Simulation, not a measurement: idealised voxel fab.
process module | voxel transistor to metal
cross-section cut | 185 nm wide | cells 5 nm
A cross-section is a grid of square cells, given in bands from the top down. A band is one or more rows of cells.
Each band's line starts with the height of the band's top and of its bottom, in nm. Then come its materials from left to right, each with its width in nm. One material with "throughout" fills the band from edge to edge. "air" is empty space.
Height 0 is the level under which the wafer as received is all one material. The lowest band goes on downwards, as in "0 down".
A width such as "30 to 40" changes by the same amount from each row of cells to the next, from the band's top row to its bottom row.
"no change" after a step means that no cell of the cross-section changed.
closed voids: empty space of 8 cells or more with no open way to the top, each as width x height at its distance from the left edge, in nm
after a step's settings: what the simulator itself notes on the step
overlay nm, on a step with a mask: how far to the right of its planned place the mask lay; to the left if negative
plan
1 op RECEIVE | material Si
2 op OXIDIZE | depth nm 5
3 op CONFORMAL_DEP | material SiN | thk nm 15
4 op PATTERN | tone cover | mask id ACTIVE | material resist | width nm 115 | thk nm 15 | overlay nm 0
5 op DIRECTIONAL_ETCH | etch materials SiN | depth nm 15
6 op DIRECTIONAL_ETCH | etch materials SiO2 | depth nm 5
7 op DIRECTIONAL_ETCH | etch materials Si | depth nm 30
8 op STRIP | etch materials resist
9 op OXIDIZE | depth nm 5
10 op FILL_DEP | material SiO2 | thk nm 10
11 op CMP | height nm 15
12 op SELECTIVE_ETCH | etch materials SiO2 | depth nm 10
13 op STRIP | etch materials SiN
14 op SELECTIVE_ETCH | etch materials SiO2 | depth nm 5
15 op OXIDIZE | depth nm 5
16 op DIRECTIONAL_DEP | material polySi | thk nm 30
17 op DIRECTIONAL_DEP | material SiCN | thk nm 15
18 op PATTERN | tone cover | mask id GATE | material resist | width nm 35 | thk nm 20 | overlay nm 0
19 op DIRECTIONAL_ETCH | etch materials SiCN | depth nm 25
20 op DIRECTIONAL_ETCH | etch materials polySi | depth nm 40
21 op STRIP | etch materials resist
22 op CONFORMAL_DEP | material SiN | thk nm 5
23 op DIRECTIONAL_ETCH | etch materials SiN | depth nm 5
24 op DIRECTIONAL_ETCH | etch materials SiO2 | depth nm 5
25 op DIRECTIONAL_ETCH | etch materials Si | depth nm 10
26 op EPI | material pSi | thk nm 15
27 op FILL_DEP | material SiO2 | thk nm 5
28 op CMP | height nm 25
29 op STRIP | etch materials polySi
30 op SELECTIVE_ETCH | etch materials SiO2 | depth nm 5
31 op CONFORMAL_DEP | material HfO2 | thk nm 5
32 op CONFORMAL_DEP | material TiN | thk nm 5
33 op FILL_DEP | material W | thk nm 10
34 op CMP | height nm 20
35 op DIRECTIONAL_DEP | material SiO2 | thk nm 10
36 op PATTERN | tone open | mask id CONTACT | material resist | width nm 15 | pitch nm 90 | thk nm 15 | overlay nm 0
37 op DIRECTIONAL_ETCH | etch materials SiO2 | depth nm 35
38 op STRIP | etch materials resist
39 op CONFORMAL_DEP | material TiN | thk nm 5
40 op FILL_DEP | material W | thk nm 10
41 op CMP | height nm 30
42 op CONFORMAL_DEP | material SiCN | thk nm 5
43 op DIRECTIONAL_DEP | material lowk | thk nm 25
44 op PATTERN | tone open | mask id METAL_1 | material resist | width nm 15 | pitch nm 90 | thk nm 15 | overlay nm 0
45 op DIRECTIONAL_ETCH | etch materials lowk | depth nm 25
46 op DIRECTIONAL_ETCH | etch materials SiCN | depth nm 5
47 op STRIP | etch materials resist
48 op CONFORMAL_DEP | material TiN | thk nm 5
49 op FILL_DEP | material Cu | thk nm 10
50 op CMP | height nm 60
51 op EPI | material Ru | thk nm 5
52 op FILL_DEP | material SiCN | thk nm 5
53 op DIRECTIONAL_DEP | material lowk | thk nm 30
54 op MASKED_ETCH | tone open | mask id METAL_2 | width nm 15 | pitch nm 90 | etch materials lowk | depth nm 20 | overlay nm 0
55 op PATTERN | tone open | mask id METAL_2_HOLES | material resist | width nm 15 | pitch nm 90 | thk nm 20 | overlay nm 0
56 op DIRECTIONAL_ETCH | etch materials lowk | depth nm 10
57 op DIRECTIONAL_ETCH | etch materials SiCN | depth nm 5
58 op STRIP | etch materials resist
59 op CONFORMAL_DEP | material TiN | thk nm 5
60 op FILL_DEP | material Cu | thk nm 5
61 op CMP | height nm 100
62 op CONFORMAL_DEP | material SiCN | thk nm 5
varied across the wafers: width nm of step 55. The plan shows the first wafer's value. All wafers start alike
first wafer as received, after step 1
  0 down: Si throughout
  closed voids: none
each wafer at the end: cells of each material gained (+) or lost (-) since it was received, then its closed voids
width nm 15 | +22 Cu | +19 HfO2 | +10 Ru | -194 Si | +126 SiCN | +12 SiN | +268 SiO2 | +99 TiN | +24 W | +341 lowk | +50 pSi | closed voids: none
width nm 20 | +24 Cu | +19 HfO2 | +10 Ru | -194 Si | +126 SiCN | +12 SiN | +268 SiO2 | +101 TiN | +24 W | +337 lowk | +50 pSi | closed voids: none
width nm 25 | +26 Cu | +19 HfO2 | +10 Ru | -194 Si | +126 SiCN | +12 SiN | +268 SiO2 | +103 TiN | +24 W | +333 lowk | +50 pSi | closed voids: none
width nm 30 | +28 Cu | +19 HfO2 | +10 Ru | -194 Si | +126 SiCN | +12 SiN | +268 SiO2 | +105 TiN | +24 W | +329 lowk | +50 pSi | closed voids: none
